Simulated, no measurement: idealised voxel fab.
Presented below is a process module, voxel released beams.
Section shown: cut. Width: 285 nm. Cell size: 5 nm, square.
Throughout this document, each cross-section is represented as a grid of square cells and is presented as a sequence of bands enumerated from the top downward, where a band comprises one or more rows of cells. What a band's entry tells you: where the top is and where the bottom is, as heights in nm, and after that what lies inside, material by material from left to right, each with its width in nm. Empty space is written as the word "air", and a single material marked with the word "edge to edge" occupies the band from edge to edge. Heights are expressed relative to 0, this being the level below which the as-received wafer comprises one material exclusively. The lowest band is unbounded in the downward direction and is denoted as in "0 and below". Think of "30..40" as a width that walks from the first number to the second as you go down the band, top row to bottom row, taking equal-sized steps from row to row. "no change" after a step means that no cell of the cross-section changed. Closed-off voids of 8+ cells (no open route to the top) go in "Voids lacking openings", written width x height at distance from the left edge, in nm. Heads up: the bit after the settings on a step's line is the simulator's remark on that step. Each step line may optionally specify "overlay nm", which for a step with a mask gives the rightward distance between the mask's planned place and where it lay, a negative value indicating the leftward direction.

-- Process steps (planned)
1) RECEIVE: material Si
2) CONFORMAL_DEP: material SiN, thk nm 5
3) DIRECTIONAL_DEP: material SiO2, thk nm 20
4) MASKED_ETCH: tone open, mask id ANCHOR, width nm 35, etch materials SiO2, depth nm 20, overlay nm 0
5) CONFORMAL_DEP: material polySi, thk nm 15
6) DIRECTIONAL_DEP: material aC, thk nm 10
7) PATTERN: tone cover, mask id BEAM, material resist, width nm 95, thk nm 30, overlay nm 0
8) DIRECTIONAL_ETCH: etch materials aC, depth nm 10
9) STRIP: etch materials resist
10) DIRECTIONAL_ETCH: etch materials polySi, depth nm 15
11) STRIP: etch materials aC
12) STRIP: etch materials SiO2
It is noted that the wafers described herein are identical at the outset and are distinguished by the width nm of step 4; the value stated in the plan corresponds to the first wafer.

-- first wafer as received, after step 1
- 0 and below  Si edge to edge
- Voids lacking openings: none

-- For your reference, the table is organized with a row per wafer; each row reflects the wafer at the end of the module, indicating for each material the cells gained (+) or lost (-) since receipt, and thereafter its closed voids
width nm 35; +57 SiN; +81 polySi; Voids lacking openings: none
width nm 40; +57 SiN; +81 polySi; Voids lacking openings: none
width nm 45; +57 SiN; +81 polySi; Voids lacking openings: none
width nm 50; +57 SiN; +81 polySi; Voids lacking openings: none
width nm 55; +57 SiN; +81 polySi; Voids lacking openings: none
width nm 60; +57 SiN; +81 polySi; Voids lacking openings: none
